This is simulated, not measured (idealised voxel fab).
Documented hereafter: the process module known as voxel wiring stack.
Xsec cut, 240 nm wide, square cell size 5 nm.
In what follows, cross-sections appear as grids of square cells, described through bands that run from the top down, where every band is one or more rows of cells.
Within each band entry, the heights of the top and of the bottom of the band appear first, in that order and in nm; the materials of the band then follow from left to right, each with its corresponding width in nm. The designation "everywhere" on a single material indicates that it fills the band from edge to edge; the designation "blank" indicates empty space.
Beneath 0, the wafer as received is one material, and that level is where height counting begins. The lowest band goes on downward without a bottom; it is written like "0 and below".
Quick explanation for "30 to 40": the width changes in equal steps down the rows of cells, from the first number in the band's top row to the second number in its bottom row.
"left unchanged" (step): cross-section cells unchanged, all of them.
"Closed internal voids" contains a list of empty spaces, each no smaller than 8 cells and without an open way to the top, written in the form width x height at distance with the distance from the left edge and all three in nm.
Text after the settings on a step's line: the simulator's own remark on that step.
Each step line may optionally specify "overlay nm", which for a step with a mask gives the rightward distance between the mask's planned place and where it lay, a negative value indicating the leftward direction.
### Process steps - plan
1) RECEIVE, material Si
2) CONFORMAL_DEP, material SiO2, thk nm 10
3) DIRECTIONAL_DEP, material TiN, thk nm 5
4) DIRECTIONAL_DEP, material Ru, thk nm 15
5) PATTERN, tone cover, mask id METAL_1, material resist, width nm 20, pitch nm 45, thk nm 20, overlay nm 0
6) DIRECTIONAL_ETCH, etch materials Ru, depth nm 15
7) DIRECTIONAL_ETCH, etch materials TiN, depth nm 5
8) STRIP, etch materials resist
9) FILL_DEP, material SiO2, thk nm 10
10) CMP, height nm 30
11) CONFORMAL_DEP, material SiCN, thk nm 5
12) DIRECTIONAL_DEP, material SiO2, thk nm 25
13) PATTERN, tone open, mask id METAL_2_HOLES, material resist, width nm 15, pitch nm 45, thk nm 20, overlay nm 0
14) DIRECTIONAL_ETCH, etch materials SiO2, depth nm 25
15) STRIP, etch materials resist
16) DIRECTIONAL_DEP, material aC, thk nm 15
17) PATTERN, tone open, mask id METAL_2, material resist, width nm 20, pitch nm 45, thk nm 35, overlay nm 0
18) DIRECTIONAL_ETCH, etch materials aC, depth nm 15
19) STRIP, etch materials resist
20) DIRECTIONAL_ETCH, etch materials SiO2, depth nm 15
21) DIRECTIONAL_ETCH, etch materials SiCN, depth nm 5
22) STRIP, etch materials aC
23) CONFORMAL_DEP, material TiN, thk nm 5
24) FILL_DEP, material Cu, thk nm 10
25) CMP, height nm 60
26) CONFORMAL_DEP, material SiCN, thk nm 5
27) DIRECTIONAL_DEP, material SiO2, thk nm 15
28) DIRECTIONAL_DEP, material aC, thk nm 10
29) PATTERN, tone open, mask id PLUG_2, material resist, width nm 15, pitch nm 90, thk nm 25, overlay nm 0
30) DIRECTIONAL_ETCH, etch materials aC, depth nm 10
31) STRIP, etch materials resist
32) DIRECTIONAL_ETCH, etch materials SiO2, depth nm 15
33) DIRECTIONAL_ETCH, etch materials SiCN, depth nm 5
34) STRIP, etch materials aC
35) CONFORMAL_DEP, material TiN, thk nm 5
36) FILL_DEP, material Ru, thk nm 10
37) CMP, height nm 80
38) CONFORMAL_DEP, material SiN, thk nm 5
39) DIRECTIONAL_DEP, material SiO2, thk nm 15
40) PATTERN, tone open, mask id METAL_3, material resist, width nm 20, pitch nm 45, thk nm 20, overlay nm 0
41) DIRECTIONAL_ETCH, etch materials SiO2, depth nm 15
42) DIRECTIONAL_ETCH, etch materials SiN, depth nm 5
43) STRIP, etch materials resist
44) CONFORMAL_DEP, material TiN, thk nm 5
45) FILL_DEP, material Ru, thk nm 10
46) CMP, height nm 100
47) EPI, material Ru, thk nm 5
48) FILL_DEP, material SiCN, thk nm 5
### Cross-section of the wafer as it came to us, i.e., already through step 1
  0 and below  Si everywhere
  Closed internal voids: none
### Starting wafer: above. Plan: above. Run: one mistake. Cross-section after the module: below
  110 down to 105  SiCN everywhere
  105 down to 100  SiCN 35, Ru 30, SiCN 15, Ru 30, SiCN 15, Ru 30, SiCN 15, Ru 30, SiCN 40
  100 down to 85  SiO2 40, TiN 5, Ru 10, TiN 5, SiO2 25, TiN 5, Ru 10, TiN 5, SiO2 25, TiN 5, Ru 10, TiN 5, SiO2 25, TiN 5, Ru 10, TiN 5, SiO2 45
  85 down to 80  SiN 40, TiN 20, SiN 25, TiN 20, SiN 25, TiN 20, SiN 25, TiN 20, SiN 45
  80 down to 65  SiO2 40, TiN 5, Ru 5, TiN 5, SiO2 75, TiN 5, Ru 5, TiN 5, SiO2 95
  65 down to 60  SiCN 40, TiN 15, SiCN 75, TiN 15, SiCN 95
  60 down to 50  Cu 50, TiN 5, SiO2 5, TiN 5, Cu 30, TiN 5, SiO2 5, TiN 5, Cu 30, TiN 5, SiO2 5, TiN 5, Cu 30, TiN 5, SiO2 5, TiN 5, Cu 40
  50 down to 45  TiN 45, Cu 5, TiN 5, SiO2 5, TiN 30, Cu 5, TiN 5, SiO2 5, TiN 30, Cu 5, TiN 5, SiO2 5, TiN 30, Cu 5, TiN 5, SiO2 5, TiN 45
  45 down to 40  SiO2 40, TiN 5, Cu 5, TiN 5, SiO2 30, TiN 5, Cu 5, TiN 5, SiO2 30, TiN 5, Cu 5, TiN 5, SiO2 30, TiN 5, Cu 5, TiN 5, SiO2 50
  40 down to 35  SiO2 40, TiN 15, SiO2 30, TiN 15, SiO2 30, TiN 15, SiO2 30, TiN 15, SiO2 50
  35 down to 30  SiCN everywhere
  30 down to 15  SiO2 40, Ru 20, SiO2 25, Ru 20, SiO2 25, Ru 20, SiO2 25, Ru 20, SiO2 45
  15 down to 10  SiO2 40, TiN 20, SiO2 25, TiN 20, SiO2 25, TiN 20, SiO2 25, TiN 20, SiO2 45
  10 down to 0  SiO2 everywhere
  0 and below  Si everywhere
  Closed internal voids: none
Short version of what went wrong: step 17 ran as: PATTERN, tone cover, mask id METAL_2, material resist, width nm 20, pitch nm 45, thk nm 35, overlay nm 0
